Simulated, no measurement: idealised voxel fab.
The name of this process module is voxel fin reveal.
The width of the displayed cross-section, cut, is 275 nm; its cells are square, with a size of 5 nm.
A cross-section is a grid of square cells, given in bands from the top down. A band is one or more rows of cells.
Read a band's entry like this: the first values are the height of its top and the height of its bottom in nm, and what follows is the sequence of materials from left to right, each with its width in nm. Note that "blank" is empty space, and that a single material marked "full width" reaches across the band from edge to edge.
Heads up on the height convention: 0 is the point under which the incoming wafer is all one material, and the lowest band has no bottom, it just keeps going down, like "0 down".
Width "30 to 40": first value at the band's top row of cells, second value at its bottom row, equal change from row to row.
Given "everything unchanged" for a step, no cell of the cross-section differs between before and after that step.
You'll see "Tabulated closed voids" listing empty spaces that have no way open to the top, as long as they're 8 cells or more; the notation is width x height at distance, where the distance is from the left edge, and all of it is in nm.
after a step's settings: what the simulator itself notes on the step
When a step includes a mask, the "overlay nm" setting on its line states how far to the right of its planned place that mask lay, and negative values state how far to the left.
# Steps in the process plan
| 1 | RECEIVE | material Si |
| 2 | CONFORMAL_DEP | material SiN | thk nm 5 |
| 3 | MASKED_ETCH | tone cover | mask id FINS | width nm 15 | pitch nm 35 | etch materials SiN | depth nm 5 | overlay nm 0 |
| 4 | MASKED_ETCH | tone cover | mask id FINS | width nm 15 | pitch nm 35 | etch materials Si | depth nm 40 | overlay nm 0 |
| 5 | OXIDIZE | depth nm 5 |
| 6 | FILL_DEP | material SiO2 | thk nm 15 |
| 7 | CMP | height nm 5 |
| 8 | SELECTIVE_ETCH | etch materials SiO2 | depth nm 20 |
| 9 | STRIP | etch materials SiN |
# Incoming wafer, cross-sectional view, post step 1
> 0 down  Si full width
> Tabulated closed voids: none
# Cross-section: first of two wafers, module finished, run according to plan
> 0 to -15  blank: 80, then Si: 5, then blank: 30, then Si: 5, then blank: 30, then Si: 5, then blank: 30, then Si: 5, then blank: 85
> -15 to -45  SiO2: 80, then Si: 5, then SiO2: 30, then Si: 5, then SiO2: 30, then Si: 5, then SiO2: 30, then Si: 5, then SiO2: 85
> -45 down  Si full width
> Tabulated closed voids: none
# Cross-sectional view of the second of two wafers upon completion of the module. This wafer shared its starting condition and process plan with the first; one error was made during its execution
> 0 to -5  blank: 80, then Si: 5, then blank: 30, then Si: 5, then blank: 30, then Si: 5, then blank: 30, then Si: 5, then blank: 85
> -5 to -15  blank: 75, then Si: 10, then blank: 25, then Si: 10, then blank: 25, then Si: 10, then blank: 25, then Si: 10, then blank: 85
> -15 to -45  SiO2: 75, then Si: 10, then SiO2: 25, then Si: 10, then SiO2: 25, then Si: 10, then SiO2: 25, then Si: 10, then SiO2: 85
> -45 down  Si full width
> Tabulated closed voids: none
The mistake made against the process plan was this: planned and actual differ for step 4; actual: MASKED_ETCH | tone cover | mask id FINS | width nm 15 | pitch nm 35 | etch materials Si | depth nm 40 | overlay nm -5
Final tally in cells, some materials are higher or lower on the second wafer than on the first: Si +32; SiO2 -24
